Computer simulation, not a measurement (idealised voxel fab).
process module | voxel self aligned vias
The cross-section on display is named cut; it measures 280 nm wide, and its cells are 5 nm squares.
Cross-section layout: square cells on a grid; listed as bands, top to bottom; a band spans one or more cell rows.
Per band: top height and bottom height in nm, followed by the left-to-right materials and their widths in nm; "everywhere" marks a single material spanning edge to edge, "air" marks empty space.
Below 0: as-received wafer, all one material; heights counted from there. Lowest band: no bottom, goes on down, written "0 nm and below".
Per-row width for "30 to 40": begins at first number (top row of band), ends at second number (bottom row), increment between rows held constant.
Take "remained unchanged" at face value: in the step it is given for, the cross-section changed in none of its cells.
The entry "Closed void roster" lists the empty spaces that cover at least 8 cells and have no open path to the top. Each is written as width x height at distance, where the distance is measured from the left edge and all three values are in nm.
That trailing text on a step's line, after the settings, is the simulator's own remark on the step.
You can add "overlay nm" to a step's line. For a step with a mask, it describes how far the mask lay to the right of its planned position, and a negative number describes a lay to the left.
PLAN
1: RECEIVE,material Si
2: CONFORMAL_DEP,material SiO2,thk nm 10
3: CONFORMAL_DEP,material SiCN,thk nm 5
4: DIRECTIONAL_DEP,material lowk,thk nm 20
5: DIRECTIONAL_DEP,material aC,thk nm 10
6: PATTERN,tone open,mask id LINES,material resist,width nm 25,pitch nm 70,thk nm 25,overlay nm 0
7: DIRECTIONAL_ETCH,etch materials aC,depth nm 10
8: STRIP,etch materials resist
9: DIRECTIONAL_ETCH,etch materials lowk,depth nm 20
10: STRIP,etch materials aC
11: CONFORMAL_DEP,material TiN,thk nm 5
12: FILL_DEP,material Ru,thk nm 10
13: CMP,height nm 35
14: SELECTIVE_ETCH,etch materials W Ru TiN,depth nm 10
15: FILL_DEP,material SiN,thk nm 10
16: CMP,height nm 35
17: DIRECTIONAL_DEP,material lowk,thk nm 15
18: DIRECTIONAL_DEP,material aC,thk nm 15
19: PATTERN,tone open,mask id VIAS,material resist,width nm 45,pitch nm 70,thk nm 30,overlay nm 0
20: DIRECTIONAL_ETCH,etch materials aC,depth nm 15
21: STRIP,etch materials resist
22: DIRECTIONAL_ETCH,etch materials lowk,depth nm 15
23: DIRECTIONAL_ETCH,etch materials SiN,depth nm 10
24: STRIP,etch materials aC
25: CONFORMAL_DEP,material TiN,thk nm 5
26: FILL_DEP,material W,thk nm 10
27: CMP,height nm 50
28: CONFORMAL_DEP,material SiCN,thk nm 5
ON THE FIRST OF THE TWO WAFERS: RUN CONDUCTED ACCORDING TO PLAN
AS-RECEIVED STATE OF THE WAFER IN CROSS-SECTION, EQUIVALENT TO POST-STEP 1
- 0 nm and below: Si everywhere
- Closed void roster: none
THE WAFER, SEEN IN CROSS-SECTION, AFTER STEP 2
- 10 nm to 0 nm: SiO2 everywhere
- Lower than 0, everything is as it was.
THE WAFER, SEEN IN CROSS-SECTION, AFTER STEP 3
- 15 nm to 10 nm: SiCN everywhere
- Lower than 10, everything is as it was.
THE WAFER, SEEN IN CROSS-SECTION, AFTER STEP 4
- 35 nm to 15 nm: lowk everywhere
- Lower than 15, everything is as it was.
THE WAFER, SEEN IN CROSS-SECTION, AFTER STEP 5
- 45 nm to 35 nm: aC everywhere
- Lower than 35, everything is as it was.
THE WAFER, SEEN IN CROSS-SECTION, AFTER STEP 6
- 70 nm to 45 nm: 55 of resist, 25 of air, 45 of resist, 25 of air, 45 of resist, 25 of air, 60 of resist
- Lower than 45, everything is as it was.
THE WAFER, SEEN IN CROSS-SECTION, AFTER STEP 7
- 60 nm to 45 nm: 55 of resist, 25 of air, 45 of resist, 25 of air, 45 of resist, 25 of air, 60 of resist
- 45 nm to 35 nm: 55 of aC, 25 of air, 45 of aC, 25 of air, 45 of aC, 25 of air, 60 of aC
- Lower than 35, everything is as it was.
THE WAFER, SEEN IN CROSS-SECTION, AFTER STEP 8
- 45 nm to 35 nm: 55 of aC, 25 of air, 45 of aC, 25 of air, 45 of aC, 25 of air, 60 of aC
- Lower than 35, everything is as it was.
THE WAFER, SEEN IN CROSS-SECTION, AFTER STEP 9
- 45 nm to 35 nm: 55 of aC, 25 of air, 45 of aC, 25 of air, 45 of aC, 25 of air, 60 of aC
- 35 nm to 15 nm: 55 of lowk, 25 of air, 45 of lowk, 25 of air, 45 of lowk, 25 of air, 60 of lowk
- Lower than 15, everything is as it was.
THE WAFER, SEEN IN CROSS-SECTION, AFTER STEP 10
- 35 nm to 15 nm: 55 of lowk, 25 of air, 45 of lowk, 25 of air, 45 of lowk, 25 of air, 60 of lowk
- Lower than 15, everything is as it was.
THE WAFER, SEEN IN CROSS-SECTION, AFTER STEP 11
- 40 nm to 35 nm: 60 of TiN, 15 of air, 55 of TiN, 15 of air, 55 of TiN, 15 of air, 65 of TiN
- 35 nm to 20 nm: 55 of lowk, 5 of TiN, 15 of air, 5 of TiN, 45 of lowk, 5 of TiN, 15 of air, 5 of TiN, 45 of lowk, 5 of TiN, 15 of air, 5 of TiN, 60 of lowk
- 20 nm to 15 nm: 55 of lowk, 25 of TiN, 45 of lowk, 25 of TiN, 45 of lowk, 25 of TiN, 60 of lowk
- Lower than 15, everything is as it was.
THE WAFER, SEEN IN CROSS-SECTION, AFTER STEP 12
- 50 nm to 40 nm: Ru everywhere
- 40 nm to 35 nm: 60 of TiN, 15 of Ru, 55 of TiN, 15 of Ru, 55 of TiN, 15 of Ru, 65 of TiN
- 35 nm to 20 nm: 55 of lowk, 5 of TiN, 15 of Ru, 5 of TiN, 45 of lowk, 5 of TiN, 15 of Ru, 5 of TiN, 45 of lowk, 5 of TiN, 15 of Ru, 5 of TiN, 60 of lowk
- Lower than 20, everything is as it was.
THE WAFER, SEEN IN CROSS-SECTION, AFTER STEP 13
- 35 nm to 20 nm: 55 of lowk, 5 of TiN, 15 of Ru, 5 of TiN, 45 of lowk, 5 of TiN, 15 of Ru, 5 of TiN, 45 of lowk, 5 of TiN, 15 of Ru, 5 of TiN, 60 of lowk
- Lower than 20, everything is as it was.
THE WAFER, SEEN IN CROSS-SECTION, AFTER STEP 14
- 35 nm to 25 nm: 55 of lowk, 25 of air, 45 of lowk, 25 of air, 45 of lowk, 25 of air, 60 of lowk
- Lower than 25, everything is as it was.
THE WAFER, SEEN IN CROSS-SECTION, AFTER STEP 15
- 45 nm to 35 nm: SiN everywhere
- 35 nm to 25 nm: 55 of lowk, 25 of SiN, 45 of lowk, 25 of SiN, 45 of lowk, 25 of SiN, 60 of lowk
- Lower than 25, everything is as it was.
THE WAFER, SEEN IN CROSS-SECTION, AFTER STEP 16
- 35 nm to 25 nm: 55 of lowk, 25 of SiN, 45 of lowk, 25 of SiN, 45 of lowk, 25 of SiN, 60 of lowk
- Lower than 25, everything is as it was.
THE WAFER, SEEN IN CROSS-SECTION, AFTER STEP 17
- 50 nm to 35 nm: lowk everywhere
- Lower than 35, everything is as it was.
THE WAFER, SEEN IN CROSS-SECTION, AFTER STEP 18
- 65 nm to 50 nm: aC everywhere
- Lower than 50, everything is as it was.
THE WAFER, SEEN IN CROSS-SECTION, AFTER STEP 19
- 95 nm to 65 nm: 45 of resist, 45 of air, 25 of resist, 45 of air, 25 of resist, 45 of air, 50 of resist
- Lower than 65, everything is as it was.
THE WAFER, SEEN IN CROSS-SECTION, AFTER STEP 20
- 80 nm to 65 nm: 45 of resist, 45 of air, 25 of resist, 45 of air, 25 of resist, 45 of air, 50 of resist
- 65 nm to 50 nm: 45 of aC, 45 of air, 25 of aC, 45 of air, 25 of aC, 45 of air, 50 of aC
- Lower than 50, everything is as it was.
THE WAFER, SEEN IN CROSS-SECTION, AFTER STEP 21
- 65 nm to 50 nm: 45 of aC, 45 of air, 25 of aC, 45 of air, 25 of aC, 45 of air, 50 of aC
- Lower than 50, everything is as it was.
THE WAFER, SEEN IN CROSS-SECTION, AFTER STEP 22
- 65 nm to 50 nm: 45 of aC, 45 of air, 25 of aC, 45 of air, 25 of aC, 45 of air, 50 of aC
- 50 nm to 35 nm: 45 of lowk, 45 of air, 25 of lowk, 45 of air, 25 of lowk, 45 of air, 50 of lowk
- Lower than 35, everything is as it was.
THE WAFER, SEEN IN CROSS-SECTION, AFTER STEP 23
- 65 nm to 50 nm: 45 of aC, 45 of air, 25 of aC, 45 of air, 25 of aC, 45 of air, 50 of aC
- 50 nm to 35 nm: 45 of lowk, 45 of air, 25 of lowk, 45 of air, 25 of lowk, 45 of air, 50 of lowk
- 35 nm to 25 nm: 55 of lowk, 25 of air, 45 of lowk, 25 of air, 45 of lowk, 25 of air, 60 of lowk
- Lower than 25, everything is as it was.
THE WAFER, SEEN IN CROSS-SECTION, AFTER STEP 24
- 50 nm to 35 nm: 45 of lowk, 45 of air, 25 of lowk, 45 of air, 25 of lowk, 45 of air, 50 of lowk
- Lower than 35, everything is as it was.
THE WAFER, SEEN IN CROSS-SECTION, AFTER STEP 25
- 55 nm to 50 nm: 50 of TiN, 35 of air, 35 of TiN, 35 of air, 35 of TiN, 35 of air, 55 of TiN
- 50 nm to 40 nm: 45 of lowk, 5 of TiN, 35 of air, 5 of TiN, 25 of lowk, 5 of TiN, 35 of air, 5 of TiN, 25 of lowk, 5 of TiN, 35 of air, 5 of TiN, 50 of lowk
- 40 nm to 30 nm: 45 to 55 of lowk, 15 to 5 of TiN, 15 of air, 15 to 5 of TiN, 25 to 45 of lowk, 15 to 5 of TiN, 15 of air, 15 to 5 of TiN, 25 to 45 of lowk, 15 to 5 of TiN, 15 of air, 15 to 5 of TiN, 50 to 60 of lowk
- 30 nm to 25 nm: 55 of lowk, 25 of TiN, 45 of lowk, 25 of TiN, 45 of lowk, 25 of TiN, 60 of lowk
- Lower than 25, everything is as it was.
THE WAFER, SEEN IN CROSS-SECTION, AFTER STEP 26
- 65 nm to 55 nm: W everywhere
- 55 nm to 50 nm: 50 of TiN, 35 of W, 35 of TiN, 35 of W, 35 of TiN, 35 of W, 55 of TiN
- 50 nm to 40 nm: 45 of lowk, 5 of TiN, 35 of W, 5 of TiN, 25 of lowk, 5 of TiN, 35 of W, 5 of TiN, 25 of lowk, 5 of TiN, 35 of W, 5 of TiN, 50 of lowk
- 40 nm to 30 nm: 45 to 55 of lowk, 15 to 5 of TiN, 15 of W, 15 to 5 of TiN, 25 to 45 of lowk, 15 to 5 of TiN, 15 of W, 15 to 5 of TiN, 25 to 45 of lowk, 15 to 5 of TiN, 15 of W, 15 to 5 of TiN, 50 to 60 of lowk
- Lower than 30, everything is as it was.
THE WAFER, SEEN IN CROSS-SECTION, AFTER STEP 27
- 50 nm to 40 nm: 45 of lowk, 5 of TiN, 35 of W, 5 of TiN, 25 of lowk, 5 of TiN, 35 of W, 5 of TiN, 25 of lowk, 5 of TiN, 35 of W, 5 of TiN, 50 of lowk
- Lower than 40, everything is as it was.
THE WAFER, SEEN IN CROSS-SECTION, AFTER STEP 28
- 55 nm to 50 nm: SiCN everywhere
- Lower than 50, everything is as it was.
WHAT FOLLOWS CONCERNS THE SECOND WAFER, WHICH STARTED OUT LIKE THE FIRST AND WAS MEANT TO FOLLOW THE VERY SAME PLAN; ONE MISTAKE CREPT IN WHEN IT WAS RUN, BUT EVERYTHING UP TO AND INCLUDING STEP 1 IS THE SAME AS FOR THE FIRST WAFER
Cross-section: second wafer, time at which step 2 was scheduled to end: remained unchanged
CROSS-SECTION: SECOND WAFER, TIME AT WHICH STEP 3 WAS SCHEDULED TO END
- 5 nm to 0 nm: SiCN everywhere
- Lower than 0, everything is as it was.
CROSS-SECTION: SECOND WAFER, TIME AT WHICH STEP 4 WAS SCHEDULED TO END
- 25 nm to 5 nm: lowk everywhere
- Lower than 5, everything is as it was.
CROSS-SECTION: SECOND WAFER, TIME AT WHICH STEP 5 WAS SCHEDULED TO END
- 35 nm to 25 nm: aC everywhere
- Lower than 25, everything is as it was.
CROSS-SECTION: SECOND WAFER, TIME AT WHICH STEP 6 WAS SCHEDULED TO END
- 60 nm to 35 nm: 55 of resist, 25 of air, 45 of resist, 25 of air, 45 of resist, 25 of air, 60 of resist
- Lower than 35, everything is as it was.
CROSS-SECTION: SECOND WAFER, TIME AT WHICH STEP 7 WAS SCHEDULED TO END
- 50 nm to 35 nm: 55 of resist, 25 of air, 45 of resist, 25 of air, 45 of resist, 25 of air, 60 of resist
- 35 nm to 25 nm: 55 of aC, 25 of air, 45 of aC, 25 of air, 45 of aC, 25 of air, 60 of aC
- Lower than 25, everything is as it was.
CROSS-SECTION: SECOND WAFER, TIME AT WHICH STEP 8 WAS SCHEDULED TO END
- 35 nm to 25 nm: 55 of aC, 25 of air, 45 of aC, 25 of air, 45 of aC, 25 of air, 60 of aC
- Lower than 25, everything is as it was.
CROSS-SECTION: SECOND WAFER, TIME AT WHICH STEP 9 WAS SCHEDULED TO END
- 35 nm to 25 nm: 55 of aC, 25 of air, 45 of aC, 25 of air, 45 of aC, 25 of air, 60 of aC
- 25 nm to 5 nm: 55 of lowk, 25 of air, 45 of lowk, 25 of air, 45 of lowk, 25 of air, 60 of lowk
- Lower than 5, everything is as it was.
CROSS-SECTION: SECOND WAFER, TIME AT WHICH STEP 10 WAS SCHEDULED TO END
- 25 nm to 5 nm: 55 of lowk, 25 of air, 45 of lowk, 25 of air, 45 of lowk, 25 of air, 60 of lowk
- Lower than 5, everything is as it was.
CROSS-SECTION: SECOND WAFER, TIME AT WHICH STEP 11 WAS SCHEDULED TO END
- 30 nm to 25 nm: 60 of TiN, 15 of air, 55 of TiN, 15 of air, 55 of TiN, 15 of air, 65 of TiN
- 25 nm to 10 nm: 55 of lowk, 5 of TiN, 15 of air, 5 of TiN, 45 of lowk, 5 of TiN, 15 of air, 5 of TiN, 45 of lowk, 5 of TiN, 15 of air, 5 of TiN, 60 of lowk
- 10 nm to 5 nm: 55 of lowk, 25 of TiN, 45 of lowk, 25 of TiN, 45 of lowk, 25 of TiN, 60 of lowk
- Lower than 5, everything is as it was.
CROSS-SECTION: SECOND WAFER, TIME AT WHICH STEP 12 WAS SCHEDULED TO END
- 40 nm to 30 nm: Ru everywhere
- 30 nm to 25 nm: 60 of TiN, 15 of Ru, 55 of TiN, 15 of Ru, 55 of TiN, 15 of Ru, 65 of TiN
- 25 nm to 10 nm: 55 of lowk, 5 of TiN, 15 of Ru, 5 of TiN, 45 of lowk, 5 of TiN, 15 of Ru, 5 of TiN, 45 of lowk, 5 of TiN, 15 of Ru, 5 of TiN, 60 of lowk
- Lower than 10, everything is as it was.
CROSS-SECTION: SECOND WAFER, TIME AT WHICH STEP 13 WAS SCHEDULED TO END
- 35 nm to 30 nm: Ru everywhere
- Lower than 30, everything is as it was.
CROSS-SECTION: SECOND WAFER, TIME AT WHICH STEP 14 WAS SCHEDULED TO END
- 25 nm to 10 nm: 55 of lowk, 5 of TiN, 15 of Ru, 5 of TiN, 45 of lowk, 5 of TiN, 15 of Ru, 5 of TiN, 45 of lowk, 5 of TiN, 15 of Ru, 5 of TiN, 60 of lowk
- Lower than 10, everything is as it was.
CROSS-SECTION: SECOND WAFER, TIME AT WHICH STEP 15 WAS SCHEDULED TO END
- 35 nm to 25 nm: SiN everywhere
- Lower than 25, everything is as it was.
Cross-section: second wafer, time at which step 16 was scheduled to end: remained unchanged
CROSS-SECTION: SECOND WAFER, TIME AT WHICH STEP 17 WAS SCHEDULED TO END
- 50 nm to 35 nm: lowk everywhere
- Lower than 35, everything is as it was.
CROSS-SECTION: SECOND WAFER, TIME AT WHICH STEP 18 WAS SCHEDULED TO END
- 65 nm to 50 nm: aC everywhere
- Lower than 50, everything is as it was.
CROSS-SECTION: SECOND WAFER, TIME AT WHICH STEP 19 WAS SCHEDULED TO END
- 95 nm to 65 nm: 45 of resist, 45 of air, 25 of resist, 45 of air, 25 of resist, 45 of air, 50 of resist
- Lower than 65, everything is as it was.
CROSS-SECTION: SECOND WAFER, TIME AT WHICH STEP 20 WAS SCHEDULED TO END
- 80 nm to 65 nm: 45 of resist, 45 of air, 25 of resist, 45 of air, 25 of resist, 45 of air, 50 of resist
- 65 nm to 50 nm: 45 of aC, 45 of air, 25 of aC, 45 of air, 25 of aC, 45 of air, 50 of aC
- Lower than 50, everything is as it was.
CROSS-SECTION: SECOND WAFER, TIME AT WHICH STEP 21 WAS SCHEDULED TO END
- 65 nm to 50 nm: 45 of aC, 45 of air, 25 of aC, 45 of air, 25 of aC, 45 of air, 50 of aC
- Lower than 50, everything is as it was.
CROSS-SECTION: SECOND WAFER, TIME AT WHICH STEP 22 WAS SCHEDULED TO END
- 65 nm to 50 nm: 45 of aC, 45 of air, 25 of aC, 45 of air, 25 of aC, 45 of air, 50 of aC
- 50 nm to 35 nm: 45 of lowk, 45 of air, 25 of lowk, 45 of air, 25 of lowk, 45 of air, 50 of lowk
- Lower than 35, everything is as it was.
CROSS-SECTION: SECOND WAFER, TIME AT WHICH STEP 23 WAS SCHEDULED TO END
- 65 nm to 50 nm: 45 of aC, 45 of air, 25 of aC, 45 of air, 25 of aC, 45 of air, 50 of aC
- 50 nm to 35 nm: 45 of lowk, 45 of air, 25 of lowk, 45 of air, 25 of lowk, 45 of air, 50 of lowk
- 35 nm to 25 nm: 45 of SiN, 45 of air, 25 of SiN, 45 of air, 25 of SiN, 45 of air, 50 of SiN
- Lower than 25, everything is as it was.
CROSS-SECTION: SECOND WAFER, TIME AT WHICH STEP 24 WAS SCHEDULED TO END
- 50 nm to 35 nm: 45 of lowk, 45 of air, 25 of lowk, 45 of air, 25 of lowk, 45 of air, 50 of lowk
- Lower than 35, everything is as it was.
CROSS-SECTION: SECOND WAFER, TIME AT WHICH STEP 25 WAS SCHEDULED TO END
- 55 nm to 50 nm: 50 of TiN, 35 of air, 35 of TiN, 35 of air, 35 of TiN, 35 of air, 55 of TiN
- 50 nm to 35 nm: 45 of lowk, 5 of TiN, 35 of air, 5 of TiN, 25 of lowk, 5 of TiN, 35 of air, 5 of TiN, 25 of lowk, 5 of TiN, 35 of air, 5 of TiN, 50 of lowk
- 35 nm to 30 nm: 45 of SiN, 5 of TiN, 35 of air, 5 of TiN, 25 of SiN, 5 of TiN, 35 of air, 5 of TiN, 25 of SiN, 5 of TiN, 35 of air, 5 of TiN, 50 of SiN
- 30 nm to 25 nm: 45 of SiN, 45 of TiN, 25 of SiN, 45 of TiN, 25 of SiN, 45 of TiN, 50 of SiN
- Lower than 25, everything is as it was.
CROSS-SECTION: SECOND WAFER, TIME AT WHICH STEP 26 WAS SCHEDULED TO END
- 65 nm to 55 nm: W everywhere
- 55 nm to 50 nm: 50 of TiN, 35 of W, 35 of TiN, 35 of W, 35 of TiN, 35 of W, 55 of TiN
- 50 nm to 35 nm: 45 of lowk, 5 of TiN, 35 of W, 5 of TiN, 25 of lowk, 5 of TiN, 35 of W, 5 of TiN, 25 of lowk, 5 of TiN, 35 of W, 5 of TiN, 50 of lowk
- 35 nm to 30 nm: 45 of SiN, 5 of TiN, 35 of W, 5 of TiN, 25 of SiN, 5 of TiN, 35 of W, 5 of TiN, 25 of SiN, 5 of TiN, 35 of W, 5 of TiN, 50 of SiN
- Lower than 30, everything is as it was.
CROSS-SECTION: SECOND WAFER, TIME AT WHICH STEP 27 WAS SCHEDULED TO END
- 50 nm to 35 nm: 45 of lowk, 5 of TiN, 35 of W, 5 of TiN, 25 of lowk, 5 of TiN, 35 of W, 5 of TiN, 25 of lowk, 5 of TiN, 35 of W, 5 of TiN, 50 of lowk
- Lower than 35, everything is as it was.
CROSS-SECTION: SECOND WAFER, TIME AT WHICH STEP 28 WAS SCHEDULED TO END
- 55 nm to 50 nm: SiCN everywhere
- Lower than 50, everything is as it was.
Short version of what went wrong: step 2 of the plan got skipped, so it never ran
FYI, end of process, the second wafer has more or fewer cells of some materials than the first: Ru: 18 more | SiN: 58 more | SiO2: 112 fewer | TiN: 12 more | W: 24 more
